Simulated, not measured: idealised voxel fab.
process module | voxel self aligned vias
cross-section cut | 210 nm wide | cells 5 nm
A cross-section is a grid of square cells, given in bands from the top down. A band is one or more rows of cells.
Each band's line starts with the height of the band's top and of its bottom, in nm. Then come its materials from left to right, each with its width in nm. One material with "throughout" fills the band from edge to edge. "air" is empty space.
Height 0 is the level under which the wafer as received is all one material. The lowest band goes on downwards, as in "0 down".
A width such as "30 to 40" changes by the same amount from each row of cells to the next, from the band's top row to its bottom row.
"no change" after a step means that no cell of the cross-section changed.
closed voids: empty space of 8 cells or more with no open way to the top, each as width x height at its distance from the left edge, in nm
after a step's settings: what the simulator itself notes on the step
overlay nm, on a step with a mask: how far to the right of its planned place the mask lay; to the left if negative
plan
1 op RECEIVE | material Si
2 op CONFORMAL_DEP | material SiO2 | thk nm 10
3 op CONFORMAL_DEP | material SiCN | thk nm 5
4 op DIRECTIONAL_DEP | material SiO2 | thk nm 30
5 op PATTERN | tone open | mask id LINES | material resist | width nm 20 | pitch nm 65 | thk nm 15 | overlay nm 0
6 op DIRECTIONAL_ETCH | etch materials SiO2 | depth nm 30
7 op STRIP | etch materials resist
8 op CONFORMAL_DEP | material TiN | thk nm 5
9 op FILL_DEP | material W | thk nm 5
10 op CMP | height nm 45
11 op SELECTIVE_ETCH | etch materials W Ru TiN | depth nm 5
12 op FILL_DEP | material SiN | thk nm 5
13 op CMP | height nm 45
14 op DIRECTIONAL_DEP | material SiO2 | thk nm 20
15 op DIRECTIONAL_DEP | material aC | thk nm 10
16 op PATTERN | tone open | mask id VIAS | material resist | width nm 40 | pitch nm 130 | thk nm 30 | overlay nm 0
17 op DIRECTIONAL_ETCH | etch materials aC | depth nm 10
18 op STRIP | etch materials resist
19 op DIRECTIONAL_ETCH | etch materials SiO2 | depth nm 20
20 op DIRECTIONAL_ETCH | etch materials SiN | depth nm 5
21 op STRIP | etch materials aC
22 op CONFORMAL_DEP | material TiN | thk nm 5
23 op FILL_DEP | material Cu | thk nm 5
24 op CMP | height nm 65
25 op CONFORMAL_DEP | material SiCN | thk nm 5
first wafer, as planned
as received, after step 1
  0 down: Si throughout
  closed voids: none
after step 2
  10 to 0: SiO2 throughout
  below 0: unchanged
after step 3
  15 to 10: SiCN throughout
  below 10: unchanged
after step 4
  45 to 15: SiO2 throughout
  below 15: unchanged
after step 5
  60 to 45: resist 30 | air 20 | resist 45 | air 20 | resist 45 | air 20 | resist 30
  below 45: unchanged
after step 6
  60 to 45: resist 30 | air 20 | resist 45 | air 20 | resist 45 | air 20 | resist 30
  45 to 15: SiO2 30 | air 20 | SiO2 45 | air 20 | SiO2 45 | air 20 | SiO2 30
  below 15: unchanged
after step 7
  45 to 15: SiO2 30 | air 20 | SiO2 45 | air 20 | SiO2 45 | air 20 | SiO2 30
  below 15: unchanged
after step 8
  50 to 45: TiN 35 | air 10 | TiN 55 | air 10 | TiN 55 | air 10 | TiN 35
  45 to 20: SiO2 30 | TiN 5 | air 10 | TiN 5 | SiO2 45 | TiN 5 | air 10 | TiN 5 | SiO2 45 | TiN 5 | air 10 | TiN 5 | SiO2 30
  20 to 15: SiO2 30 | TiN 20 | SiO2 45 | TiN 20 | SiO2 45 | TiN 20 | SiO2 30
  below 15: unchanged
after step 9
  55 to 50: W throughout
  50 to 45: TiN 35 | W 10 | TiN 55 | W 10 | TiN 55 | W 10 | TiN 35
  45 to 20: SiO2 30 | TiN 5 | W 10 | TiN 5 | SiO2 45 | TiN 5 | W 10 | TiN 5 | SiO2 45 | TiN 5 | W 10 | TiN 5 | SiO2 30
  below 20: unchanged
after step 10
  45 to 20: SiO2 30 | TiN 5 | W 10 | TiN 5 | SiO2 45 | TiN 5 | W 10 | TiN 5 | SiO2 45 | TiN 5 | W 10 | TiN 5 | SiO2 30
  below 20: unchanged
after step 11
  45 to 40: SiO2 30 | air 20 | SiO2 45 | air 20 | SiO2 45 | air 20 | SiO2 30
  below 40: unchanged
after step 12
  50 to 45: SiN throughout
  45 to 40: SiO2 30 | SiN 20 | SiO2 45 | SiN 20 | SiO2 45 | SiN 20 | SiO2 30
  below 40: unchanged
after step 13
  45 to 40: SiO2 30 | SiN 20 | SiO2 45 | SiN 20 | SiO2 45 | SiN 20 | SiO2 30
  below 40: unchanged
after step 14
  65 to 45: SiO2 throughout
  below 45: unchanged
after step 15
  75 to 65: aC throughout
  below 65: unchanged
after step 16
  105 to 75: resist 20 | air 40 | resist 90 | air 40 | resist 20
  below 75: unchanged
after step 17
  95 to 75: resist 20 | air 40 | resist 90 | air 40 | resist 20
  75 to 65: aC 20 | air 40 | aC 90 | air 40 | aC 20
  below 65: unchanged
after step 18
  75 to 65: aC 20 | air 40 | aC 90 | air 40 | aC 20
  below 65: unchanged
after step 19
  75 to 65: aC 20 | air 40 | aC 90 | air 40 | aC 20
  65 to 45: SiO2 20 | air 40 | SiO2 90 | air 40 | SiO2 20
  below 45: unchanged
after step 20
  75 to 65: aC 20 | air 40 | aC 90 | air 40 | aC 20
  65 to 45: SiO2 20 | air 40 | SiO2 90 | air 40 | SiO2 20
  45 to 40: SiO2 30 | air 20 | SiO2 45 | SiN 20 | SiO2 45 | air 20 | SiO2 30
  below 40: unchanged
after step 21
  65 to 45: SiO2 20 | air 40 | SiO2 90 | air 40 | SiO2 20
  below 45: unchanged
after step 22
  70 to 65: TiN 25 | air 30 | TiN 100 | air 30 | TiN 25
  65 to 50: SiO2 20 | TiN 5 | air 30 | TiN 5 | SiO2 90 | TiN 5 | air 30 | TiN 5 | SiO2 20
  50 to 45: SiO2 20 | TiN 15 | air 10 | TiN 15 | SiO2 90 | TiN 15 | air 10 | TiN 15 | SiO2 20
  45 to 40: SiO2 30 | TiN 20 | SiO2 45 | SiN 20 | SiO2 45 | TiN 20 | SiO2 30
  below 40: unchanged
after step 23
  75 to 70: Cu throughout
  70 to 65: TiN 25 | Cu 30 | TiN 100 | Cu 30 | TiN 25
  65 to 50: SiO2 20 | TiN 5 | Cu 30 | TiN 5 | SiO2 90 | TiN 5 | Cu 30 | TiN 5 | SiO2 20
  50 to 45: SiO2 20 | TiN 15 | Cu 10 | TiN 15 | SiO2 90 | TiN 15 | Cu 10 | TiN 15 | SiO2 20
  below 45: unchanged
after step 24
  65 to 50: SiO2 20 | TiN 5 | Cu 30 | TiN 5 | SiO2 90 | TiN 5 | Cu 30 | TiN 5 | SiO2 20
  below 50: unchanged
after step 25
  70 to 65: SiCN throughout
  below 65: unchanged
second wafer: like start, like plan, one mistake. Through step 4 it matches the first wafer
when step 5 should have ended
  60 to 45: resist 25 | air 20 | resist 45 | air 20 | resist 45 | air 20 | resist 35
  below 45: unchanged
when step 6 should have ended
  60 to 45: resist 25 | air 20 | resist 45 | air 20 | resist 45 | air 20 | resist 35
  45 to 15: SiO2 25 | air 20 | SiO2 45 | air 20 | SiO2 45 | air 20 | SiO2 35
  below 15: unchanged
when step 7 should have ended
  45 to 15: SiO2 25 | air 20 | SiO2 45 | air 20 | SiO2 45 | air 20 | SiO2 35
  below 15: unchanged
when step 8 should have ended
  50 to 45: TiN 30 | air 10 | TiN 55 | air 10 | TiN 55 | air 10 | TiN 40
  45 to 20: SiO2 25 | TiN 5 | air 10 | TiN 5 | SiO2 45 | TiN 5 | air 10 | TiN 5 | SiO2 45 | TiN 5 | air 10 | TiN 5 | SiO2 35
  20 to 15: SiO2 25 | TiN 20 | SiO2 45 | TiN 20 | SiO2 45 | TiN 20 | SiO2 35
  below 15: unchanged
when step 9 should have ended
  55 to 50: W throughout
  50 to 45: TiN 30 | W 10 | TiN 55 | W 10 | TiN 55 | W 10 | TiN 40
  45 to 20: SiO2 25 | TiN 5 | W 10 | TiN 5 | SiO2 45 | TiN 5 | W 10 | TiN 5 | SiO2 45 | TiN 5 | W 10 | TiN 5 | SiO2 35
  below 20: unchanged
when step 10 should have ended
  45 to 20: SiO2 25 | TiN 5 | W 10 | TiN 5 | SiO2 45 | TiN 5 | W 10 | TiN 5 | SiO2 45 | TiN 5 | W 10 | TiN 5 | SiO2 35
  below 20: unchanged
when step 11 should have ended
  45 to 40: SiO2 25 | air 20 | SiO2 45 | air 20 | SiO2 45 | air 20 | SiO2 35
  below 40: unchanged
when step 12 should have ended
  50 to 45: SiN throughout
  45 to 40: SiO2 25 | SiN 20 | SiO2 45 | SiN 20 | SiO2 45 | SiN 20 | SiO2 35
  below 40: unchanged
when step 13 should have ended
  45 to 40: SiO2 25 | SiN 20 | SiO2 45 | SiN 20 | SiO2 45 | SiN 20 | SiO2 35
  below 40: unchanged
when step 14 should have ended
  65 to 45: SiO2 throughout
  below 45: unchanged
when step 15 should have ended
  75 to 65: aC throughout
  below 65: unchanged
when step 16 should have ended
  105 to 75: resist 20 | air 40 | resist 90 | air 40 | resist 20
  below 75: unchanged
when step 17 should have ended
  95 to 75: resist 20 | air 40 | resist 90 | air 40 | resist 20
  75 to 65: aC 20 | air 40 | aC 90 | air 40 | aC 20
  below 65: unchanged
when step 18 should have ended
  75 to 65: aC 20 | air 40 | aC 90 | air 40 | aC 20
  below 65: unchanged
when step 19 should have ended
  75 to 65: aC 20 | air 40 | aC 90 | air 40 | aC 20
  65 to 45: SiO2 20 | air 40 | SiO2 90 | air 40 | SiO2 20
  below 45: unchanged
when step 20 should have ended
  75 to 65: aC 20 | air 40 | aC 90 | air 40 | aC 20
  65 to 45: SiO2 20 | air 40 | SiO2 90 | air 40 | SiO2 20
  45 to 40: SiO2 25 | air 20 | SiO2 45 | SiN 20 | SiO2 45 | air 20 | SiO2 35
  below 40: unchanged
when step 21 should have ended
  65 to 45: SiO2 20 | air 40 | SiO2 90 | air 40 | SiO2 20
  below 45: unchanged
when step 22 should have ended
  70 to 65: TiN 25 | air 30 | TiN 100 | air 30 | TiN 25
  65 to 50: SiO2 20 | TiN 5 | air 30 | TiN 5 | SiO2 90 | TiN 5 | air 30 | TiN 5 | SiO2 20
  50 to 45: SiO2 20 | TiN 10 | air 10 | TiN 20 | SiO2 90 | TiN 10 | air 10 | TiN 20 | SiO2 20
  45 to 40: SiO2 25 | TiN 20 | SiO2 45 | SiN 20 | SiO2 45 | TiN 20 | SiO2 35
  below 40: unchanged
when step 23 should have ended
  75 to 70: Cu throughout
  70 to 65: TiN 25 | Cu 30 | TiN 100 | Cu 30 | TiN 25
  65 to 50: SiO2 20 | TiN 5 | Cu 30 | TiN 5 | SiO2 90 | TiN 5 | Cu 30 | TiN 5 | SiO2 20
  50 to 45: SiO2 20 | TiN 10 | Cu 10 | TiN 20 | SiO2 90 | TiN 10 | Cu 10 | TiN 20 | SiO2 20
  below 45: unchanged
when step 24 should have ended
  65 to 50: SiO2 20 | TiN 5 | Cu 30 | TiN 5 | SiO2 90 | TiN 5 | Cu 30 | TiN 5 | SiO2 20
  below 50: unchanged
when step 25 should have ended
  70 to 65: SiCN throughout
  below 65: unchanged
what went wrong: step 5 ran as: op PATTERN | tone open | mask id LINES | material resist | width nm 20 | pitch nm 65 | thk nm 15 | overlay nm -5
at the end the second wafer has, in cells: as many of each material as the first, in other places
